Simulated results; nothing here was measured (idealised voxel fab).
Process module under the name voxel ribs on slabs
Section shown: cut. Width: 260 nm. Cell size: 5 nm, square.
When this document writes out a cross-section, it uses a grid of square cells and lists it as bands, beginning at the top and moving down, with a band standing for one or more rows of cells. This entry defines a band. It first specifies the height of the band's top and the height of its bottom in nm, and then specifies the band's materials from left to right, stating each material with its width in nm. The word "edge to edge" identifies a single material that fills the band from edge to edge, while the word "empty" identifies empty space. Zero point of the height axis is 0; under it, received wafer = one material. Lowest band: continues down indefinitely, "z 0 and below". Per-row width for "30->40": begins at first number (top row of band), ends at second number (bottom row), increment between rows held constant. "nothing different", as given for a step, is the statement that not any cell of the cross-section underwent a change during that step. Encapsulated voids: empty space of 8 cells or more with no open way to the top, each as width x height at its distance from the left edge, in nm. Post-settings text on a step line: simulator's own remark regarding the step. "overlay nm", when on a step's line for a step with a mask, measures how far to the right of its planned place the mask lay; a negative measure means to the left.

Steps in the process plan:
- 1: RECEIVE with material Si
- 2: DIRECTIONAL_DEP with material SiO2, thk nm 20
- 3: DIRECTIONAL_DEP with material SiN, thk nm 15
- 4: PATTERN with tone cover, mask id RIB, material resist, width nm 15, thk nm 15, overlay nm 0
- 5: DIRECTIONAL_ETCH with etch materials SiN, depth nm 5
- 6: STRIP with etch materials resist
- 7: DIRECTIONAL_DEP with material aC, thk nm 10
- 8: PATTERN with tone cover, mask id SLAB, material resist, width nm 65, thk nm 30, overlay nm -15
- 9: DIRECTIONAL_ETCH with etch materials aC, depth nm 10
- 10: STRIP with etch materials resist
- 11: DIRECTIONAL_ETCH with etch materials SiN, depth nm 10
- 12: STRIP with etch materials aC
- 13: FILL_DEP with material SiO2, thk nm 15
- 14: CMP with height nm 45
- 15: DIRECTIONAL_DEP with material TiN, thk nm 5
- 16: DIRECTIONAL_DEP with material aC, thk nm 10
- 17: PATTERN with tone cover, mask id HEATER, material resist, width nm 25, thk nm 25, overlay nm 0
- 18: DIRECTIONAL_ETCH with etch materials aC, depth nm 10
- 19: STRIP with etch materials resist
- 20: DIRECTIONAL_ETCH with etch materials TiN, depth nm 5
- 21: STRIP with etch materials aC
- 22: CONFORMAL_DEP with material SiO2, thk nm 10
Same starting wafers, different overlay nm at step 8. Plan value belongs to the first wafer.

After step 1, as received: first of several wafers, cross-section:
	z 0 and below: Si edge to edge
	Encapsulated voids: none

First of several wafers, sectioned at end of module (last step: step 22):
	z 60 to 55: empty=105; SiO2=45; empty=110
	z 55 to 50: SiO2 edge to edge
	z 50 to 45: SiO2=115; TiN=25; SiO2=120
	z 45 to 35: SiO2 edge to edge
	z 35 to 30: SiO2=120; SiN=15; SiO2=125
	z 30 to 20: SiO2=80; SiN=65; SiO2=115
	z 20 to 0: SiO2 edge to edge
	z 0 and below: Si edge to edge
	Encapsulated voids: none

X-section, last wafer, module end:
	z 60 to 55: empty=105; SiO2=45; empty=110
	z 55 to 50: SiO2 edge to edge
	z 50 to 45: SiO2=115; TiN=25; SiO2=120
	z 45 to 35: SiO2 edge to edge
	z 35 to 30: SiO2=120; SiN=15; SiO2=125
	z 30 to 20: SiO2=110; SiN=65; SiO2=85
	z 20 to 0: SiO2 edge to edge
	z 0 and below: Si edge to edge
	Encapsulated voids: none

Below is a per-wafer table. In it, each row describes the wafer at the end of the module by giving, for each material, the number of cells gained (+) or lost (-) since the wafer was received, and after that the closed voids of the wafer:
overlay nm -15 | +29 SiN | +547 SiO2 | +5 TiN | Encapsulated voids: none
overlay nm -10 | +29 SiN | +547 SiO2 | +5 TiN | Encapsulated voids: none
overlay nm -5 | +29 SiN | +547 SiO2 | +5 TiN | Encapsulated voids: none
overlay nm 0 | +29 SiN | +547 SiO2 | +5 TiN | Encapsulated voids: none
overlay nm 5 | +29 SiN | +547 SiO2 | +5 TiN | Encapsulated voids: none
overlay nm 10 | +29 SiN | +547 SiO2 | +5 TiN | Encapsulated voids: none
overlay nm 15 | +29 SiN | +547 SiO2 | +5 TiN | Encapsulated voids: none
